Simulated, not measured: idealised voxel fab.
process module | voxel transistor to metal
cross-section cut | 225 nm wide | cells 5 nm
A cross-section is a grid of square cells, given in bands from the top down. A band is one or more rows of cells.
Each band's line starts with the height of the band's top and of its bottom, in nm. Then come its materials from left to right, each with its width in nm. One material with "throughout" fills the band from edge to edge. "air" is empty space.
Height 0 is the level under which the wafer as received is all one material. The lowest band goes on downwards, as in "0 down".
A width such as "30 to 40" changes by the same amount from each row of cells to the next, from the band's top row to its bottom row.
"no change" after a step means that no cell of the cross-section changed.
closed voids: empty space of 8 cells or more with no open way to the top, each as width x height at its distance from the left edge, in nm
after a step's settings: what the simulator itself notes on the step
overlay nm, on a step with a mask: how far to the right of its planned place the mask lay; to the left if negative
plan
1 op RECEIVE | material Si
2 op CONFORMAL_DEP | material SiO2 | thk nm 5
3 op CONFORMAL_DEP | material SiN | thk nm 15
4 op MASKED_ETCH | tone cover | mask id ACTIVE | width nm 85 | pitch nm 110 | etch materials SiN | depth nm 15 | overlay nm 0
5 op MASKED_ETCH | tone cover | mask id ACTIVE | width nm 85 | pitch nm 110 | etch materials SiO2 | depth nm 5 | overlay nm 0
6 op MASKED_ETCH | tone cover | mask id ACTIVE | width nm 85 | pitch nm 110 | etch materials Si | depth nm 30 | overlay nm 0
7 op OXIDIZE | depth nm 5
8 op FILL_DEP | material SiO2 | thk nm 10
9 op CMP | height nm 20
10 op SELECTIVE_ETCH | etch materials SiO2 | depth nm 10
11 op STRIP | etch materials SiN
12 op SELECTIVE_ETCH | etch materials SiO2 | depth nm 5
13 op OXIDIZE | depth nm 5
14 op DIRECTIONAL_DEP | material polySi | thk nm 25
15 op DIRECTIONAL_DEP | material SiCN | thk nm 15
16 op DIRECTIONAL_DEP | material aC | thk nm 10
17 op PATTERN | tone cover | mask id GATE | material resist | width nm 15 | pitch nm 110 | thk nm 30 | overlay nm 0
18 op DIRECTIONAL_ETCH | etch materials aC | depth nm 10
19 op STRIP | etch materials resist
20 op DIRECTIONAL_ETCH | etch materials SiCN | depth nm 25
21 op DIRECTIONAL_ETCH | etch materials polySi | depth nm 35
22 op STRIP | etch materials aC
23 op CONFORMAL_DEP | material SiN | thk nm 5
24 op DIRECTIONAL_ETCH | etch materials SiN | depth nm 5
25 op DIRECTIONAL_ETCH | etch materials SiO2 | depth nm 5
26 op DIRECTIONAL_ETCH | etch materials Si | depth nm 15
27 op EPI | material pSi | thk nm 15
28 op FILL_DEP | material SiO2 | thk nm 10
29 op CMP | height nm 40
30 op DIRECTIONAL_DEP | material SiO2 | thk nm 15
31 op MASKED_ETCH | tone open | mask id CONTACT | width nm 15 | etch materials SiO2 | depth nm 50 | overlay nm 0
32 op CONFORMAL_DEP | material TiN | thk nm 5
33 op FILL_DEP | material W | thk nm 5
34 op CMP | height nm 55
35 op CONFORMAL_DEP | material SiCN | thk nm 5
36 op DIRECTIONAL_DEP | material SiO2 | thk nm 15
37 op MASKED_ETCH | tone open | mask id METAL_1 | width nm 15 | etch materials SiO2 | depth nm 15 | overlay nm 0
38 op MASKED_ETCH | tone open | mask id METAL_1 | width nm 15 | etch materials SiCN | depth nm 5 | overlay nm 0
39 op CONFORMAL_DEP | material TiN | thk nm 5
40 op FILL_DEP | material Ru | thk nm 10
41 op CMP | height nm 75
42 op CONFORMAL_DEP | material SiN | thk nm 5
varied across the wafers: depth nm of step 31. The plan shows the first wafer's value. All wafers start alike
first wafer as received, after step 1
  0 down: Si throughout
  closed voids: none
first wafer at the end, after step 42
  80 to 75: SiN throughout
  75 to 60: SiO2 20 | TiN 5 | Ru 5 | TiN 5 | SiO2 45 | TiN 5 | Ru 5 | TiN 5 | SiO2 35 | TiN 5 | Ru 5 | TiN 5 | SiO2 45 | TiN 5 | Ru 5 | TiN 5 | SiO2 20
  60 to 55: SiCN 20 | TiN 15 | SiCN 45 | TiN 15 | SiCN 35 | TiN 15 | SiCN 45 | TiN 15 | SiCN 20
  55 to 40: SiO2 20 | TiN 5 | W 5 | TiN 5 | SiO2 45 | TiN 5 | W 5 | TiN 5 | SiO2 35 | TiN 5 | W 5 | TiN 5 | SiO2 45 | TiN 5 | W 5 | TiN 5 | SiO2 20
  40 to 25: SiO2 20 | TiN 5 | W 5 | TiN 5 | SiO2 10 | SiN 5 | SiCN 15 | SiN 5 | SiO2 10 | TiN 5 | W 5 | TiN 5 | SiO2 35 | TiN 5 | W 5 | TiN 5 | SiO2 10 | SiN 5 | SiCN 15 | SiN 5 | SiO2 10 | TiN 5 | W 5 | TiN 5 | SiO2 20
  25 to 15: SiO2 20 | TiN 5 | W 5 | TiN 5 | SiO2 10 | SiN 5 | polySi 15 | SiN 5 | SiO2 10 | TiN 5 | W 5 | TiN 5 | SiO2 35 | TiN 5 | W 5 | TiN 5 | SiO2 10 | SiN 5 | polySi 15 | SiN 5 | SiO2 10 | TiN 5 | W 5 | TiN 5 | SiO2 20
  15 to 10: SiO2 20 | TiN 15 | SiO2 10 | SiN 5 | polySi 15 | SiN 5 | SiO2 10 | TiN 15 | SiO2 35 | TiN 15 | SiO2 10 | SiN 5 | polySi 15 | SiN 5 | SiO2 10 | TiN 15 | SiO2 20
  10 to 5: SiO2 20 | TiN 10 | pSi 15 | SiN 5 | polySi 15 | SiN 5 | pSi 15 | TiN 10 | SiO2 35 | TiN 10 | pSi 15 | SiN 5 | polySi 15 | SiN 5 | pSi 15 | TiN 10 | SiO2 20
  5 to 0: SiO2 10 | SiN 5 | SiO2 15 | pSi 15 | SiN 5 | polySi 15 | SiN 5 | pSi 15 | SiO2 15 | SiN 5 | SiO2 15 | SiN 5 | SiO2 15 | pSi 15 | SiN 5 | polySi 15 | SiN 5 | pSi 15 | SiO2 15 | SiN 5 | SiO2 10
  0 to -5: SiO2 30 | pSi 15 | SiO2 25 | pSi 15 | SiO2 55 | pSi 15 | SiO2 25 | pSi 15 | SiO2 30
  -5 to -20: SiO2 20 | pSi 25 | Si 25 | pSi 25 | SiO2 35 | pSi 25 | Si 25 | pSi 25 | SiO2 20
  -20 to -35: SiO2 20 | Si 75 | SiO2 35 | Si 75 | SiO2 20
  -35 down: Si throughout
  closed voids: none
last wafer at the end
  80 to 75: SiN throughout
  75 to 60: SiO2 20 | TiN 5 | Ru 5 | TiN 5 | SiO2 45 | TiN 5 | Ru 5 | TiN 5 | SiO2 35 | TiN 5 | Ru 5 | TiN 5 | SiO2 45 | TiN 5 | Ru 5 | TiN 5 | SiO2 20
  60 to 55: SiCN 20 | TiN 15 | SiCN 45 | TiN 15 | SiCN 35 | TiN 15 | SiCN 45 | TiN 15 | SiCN 20
  55 to 40: SiO2 20 | TiN 5 | W 5 | TiN 5 | SiO2 45 | TiN 5 | W 5 | TiN 5 | SiO2 35 | TiN 5 | W 5 | TiN 5 | SiO2 45 | TiN 5 | W 5 | TiN 5 | SiO2 20
  40 to 25: SiO2 20 | TiN 5 | W 5 | TiN 5 | SiO2 10 | SiN 5 | SiCN 15 | SiN 5 | SiO2 10 | TiN 5 | W 5 | TiN 5 | SiO2 35 | TiN 5 | W 5 | TiN 5 | SiO2 10 | SiN 5 | SiCN 15 | SiN 5 | SiO2 10 | TiN 5 | W 5 | TiN 5 | SiO2 20
  25 to 15: SiO2 20 | TiN 5 | W 5 | TiN 5 | SiO2 10 | SiN 5 | polySi 15 | SiN 5 | SiO2 10 | TiN 5 | W 5 | TiN 5 | SiO2 35 | TiN 5 | W 5 | TiN 5 | SiO2 10 | SiN 5 | polySi 15 | SiN 5 | SiO2 10 | TiN 5 | W 5 | TiN 5 | SiO2 20
  15 to 10: SiO2 20 | TiN 15 | SiO2 10 | SiN 5 | polySi 15 | SiN 5 | SiO2 10 | TiN 15 | SiO2 35 | TiN 15 | SiO2 10 | SiN 5 | polySi 15 | SiN 5 | SiO2 10 | TiN 15 | SiO2 20
  10 to 5: SiO2 20 | TiN 10 | pSi 15 | SiN 5 | polySi 15 | SiN 5 | pSi 15 | TiN 10 | SiO2 35 | TiN 10 | pSi 15 | SiN 5 | polySi 15 | SiN 5 | pSi 15 | TiN 10 | SiO2 20
  5 to 0: SiO2 10 | SiN 5 | SiO2 5 | TiN 10 | pSi 15 | SiN 5 | polySi 15 | SiN 5 | pSi 15 | TiN 10 | SiO2 5 | SiN 5 | SiO2 15 | SiN 5 | SiO2 5 | TiN 10 | pSi 15 | SiN 5 | polySi 15 | SiN 5 | pSi 15 | TiN 10 | SiO2 5 | SiN 5 | SiO2 10
  0 to -5: SiO2 20 | TiN 10 | pSi 15 | SiO2 25 | pSi 15 | TiN 10 | SiO2 35 | TiN 10 | pSi 15 | SiO2 25 | pSi 15 | TiN 10 | SiO2 20
  -5 to -20: SiO2 20 | pSi 25 | Si 25 | pSi 25 | SiO2 35 | pSi 25 | Si 25 | pSi 25 | SiO2 20
  -20 to -35: SiO2 20 | Si 75 | SiO2 35 | Si 75 | SiO2 20
  -35 down: Si throughout
  closed voids: none
each wafer at the end: cells of each material gained (+) or lost (-) since it was received, then its closed voids
depth nm 50 | +12 Ru | -195 Si | +51 SiCN | +81 SiN | +493 SiO2 | +120 TiN | +32 W | +96 pSi | +30 polySi | closed voids: none
depth nm 55 | +12 Ru | -195 Si | +51 SiCN | +81 SiN | +485 SiO2 | +128 TiN | +32 W | +96 pSi | +30 polySi | closed voids: none
depth nm 60 | +12 Ru | -195 Si | +51 SiCN | +81 SiN | +477 SiO2 | +136 TiN | +32 W | +96 pSi | +30 polySi | closed voids: none
depth nm 65 | +12 Ru | -195 Si | +51 SiCN | +81 SiN | +477 SiO2 | +136 TiN | +32 W | +96 pSi | +30 polySi | closed voids: none
depth nm 70 | +12 Ru | -195 Si | +51 SiCN | +81 SiN | +477 SiO2 | +136 TiN | +32 W | +96 pSi | +30 polySi | closed voids: none
depth nm 75 | +12 Ru | -195 Si | +51 SiCN | +81 SiN | +477 SiO2 | +136 TiN | +32 W | +96 pSi | +30 polySi | closed voids: none
